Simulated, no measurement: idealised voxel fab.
Module name: voxel fin reveal (process module)
Each square cell in cross-section cut measures 5 nm, and the section as a whole is 290 nm wide.
A cross-section is written here as square cells arranged in a grid, and it is given in bands from the top down, each band taking up one or more rows of cells.
It is stipulated that each band's entry specify, in nanometres, the height of the top of the band and then that of its bottom, followed by the materials of the band in left-to-right sequence, each together with its width in nanometres. A single material marked by the word "throughout" is understood to fill the band from edge to edge; the word "blank" is understood to denote empty space.
A quick word on heights: they are counted from 0, and under that level the wafer as it came to us is one material throughout. The lowest band is different from the rest in having no bottom; it simply continues downward, written as in "0..down".
Width spec "30..40" -> top row of cells at first value, bottom row at second value, equal per-row change in between.
"no alteration", as given for a step, is the statement that not any cell of the cross-section underwent a change during that step.
What "Voids lacking openings" gives you is every empty space of 8 cells or more that is cut off from the top. Each appears as width x height at distance, with the distance taken from the left edge and width, height and distance all in nm.
That trailing text on a step's line, after the settings, is the simulator's own remark on the step.
overlay nm: step with mask; distance mask lay right of planned place; negative value = left of planned place.
[Process steps - plan]
1: op RECEIVE | material Si
2: op CONFORMAL_DEP | material SiN | thk nm 5
3: op DIRECTIONAL_DEP | material aC | thk nm 10
4: op PATTERN | tone cover | mask id FINS | material resist | width nm 15 | pitch nm 35 | thk nm 30 | overlay nm 0
5: op DIRECTIONAL_ETCH | etch materials aC | depth nm 10
6: op STRIP | etch materials resist
7: op DIRECTIONAL_ETCH | etch materials SiN | depth nm 5
8: op DIRECTIONAL_ETCH | etch materials Si | depth nm 30
9: op STRIP | etch materials aC
10: op OXIDIZE | depth nm 5
11: op FILL_DEP | material SiO2 | thk nm 15
12: op CMP | height nm 5
13: op SELECTIVE_ETCH | etch materials SiO2 | depth nm 20
14: op STRIP | etch materials SiN
15: op CONFORMAL_DEP | material HfO2 | thk nm 5
[First of two wafers, with the run carried out as planned]
[The cross-section here shows the wafer as received, i.e. in its state after step 1]
* 0..down = Si throughout
* Voids lacking openings: none
[How the wafer stands in section after step 2]
* 5..0 = SiN throughout
* below 0: unchanged
[How the wafer stands in section after step 3]
* 15..5 = aC throughout
* below 5: unchanged
[How the wafer stands in section after step 4]
* 45..15 = 120 blank / 15 resist / 20 blank / 15 resist / 120 blank
* below 15: unchanged
[How the wafer stands in section after step 5]
* 35..15 = 120 blank / 15 resist / 20 blank / 15 resist / 120 blank
* 15..5 = 120 blank / 15 aC / 20 blank / 15 aC / 120 blank
* below 5: unchanged
[How the wafer stands in section after step 6]
* 15..5 = 120 blank / 15 aC / 20 blank / 15 aC / 120 blank
* below 5: unchanged
[How the wafer stands in section after step 7]
* 15..5 = 120 blank / 15 aC / 20 blank / 15 aC / 120 blank
* 5..0 = 120 blank / 15 SiN / 20 blank / 15 SiN / 120 blank
* below 0: unchanged
[How the wafer stands in section after step 8]
* 15..5 = 120 blank / 15 aC / 20 blank / 15 aC / 120 blank
* 5..0 = 120 blank / 15 SiN / 20 blank / 15 SiN / 120 blank
* 0..-30 = 120 blank / 15 Si / 20 blank / 15 Si / 120 blank
* below -30: unchanged
[How the wafer stands in section after step 9]
* 5..0 = 120 blank / 15 SiN / 20 blank / 15 SiN / 120 blank
* below 0: unchanged
[How the wafer stands in section after step 10]
* 5..0 = 120 blank / 15 SiN / 20 blank / 15 SiN / 120 blank
* 0..-30 = 120 blank / 5 SiO2 / 5 Si / 5 SiO2 / 20 blank / 5 SiO2 / 5 Si / 5 SiO2 / 120 blank
* -30..-35 = 125 SiO2 / 5 Si / 30 SiO2 / 5 Si / 125 SiO2
* below -35: unchanged
[How the wafer stands in section after step 11]
* 20..5 = SiO2 throughout
* 5..0 = 120 SiO2 / 15 SiN / 20 SiO2 / 15 SiN / 120 SiO2
* 0..-35 = 125 SiO2 / 5 Si / 30 SiO2 / 5 Si / 125 SiO2
* below -35: unchanged
[How the wafer stands in section after step 12]
* 5..0 = 120 SiO2 / 15 SiN / 20 SiO2 / 15 SiN / 120 SiO2
* below 0: unchanged
[How the wafer stands in section after step 13]
* 5..0 = 120 blank / 15 SiN / 20 blank / 15 SiN / 120 blank
* 0..-15 = 125 blank / 5 Si / 30 blank / 5 Si / 125 blank
* below -15: unchanged
[How the wafer stands in section after step 14]
* 0..-15 = 125 blank / 5 Si / 30 blank / 5 Si / 125 blank
* below -15: unchanged
[How the wafer stands in section after step 15]
* 5..0 = 120 blank / 15 HfO2 / 20 blank / 15 HfO2 / 120 blank
* 0..-10 = 120 blank / 5 HfO2 / 5 Si / 5 HfO2 / 20 blank / 5 HfO2 / 5 Si / 5 HfO2 / 120 blank
* -10..-15 = 125 HfO2 / 5 Si / 30 HfO2 / 5 Si / 125 HfO2
* below -15: unchanged
[The remaining wafer, second of the two, started like the first and was run to the same plan, except that one mistake was made along the way; the two coincide through step 12, inclusive]
[Cross-section of the second wafer corresponding to the planned conclusion of step 13]
* 5..0 = 120 blank / 15 SiN / 20 blank / 15 SiN / 120 blank
* 0..-35 = 125 blank / 5 Si / 30 blank / 5 Si / 125 blank
* below -35: unchanged
[Cross-section of the second wafer corresponding to the planned conclusion of step 14]
* 0..-35 = 125 blank / 5 Si / 30 blank / 5 Si / 125 blank
* below -35: unchanged
[Cross-section of the second wafer corresponding to the planned conclusion of step 15]
* 5..0 = 120 blank / 15 HfO2 / 20 blank / 15 HfO2 / 120 blank
* 0..-30 = 120 blank / 5 HfO2 / 5 Si / 5 HfO2 / 20 blank / 5 HfO2 / 5 Si / 5 HfO2 / 120 blank
* -30..-35 = 125 HfO2 / 5 Si / 30 HfO2 / 5 Si / 125 HfO2
* below -35: unchanged
what went wrong: twice, step 13 of the plan was run
Once processing is complete, comparing cell counts shows that the second wafer has more or fewer of certain materials than the first: HfO2 +16; SiO2 -224
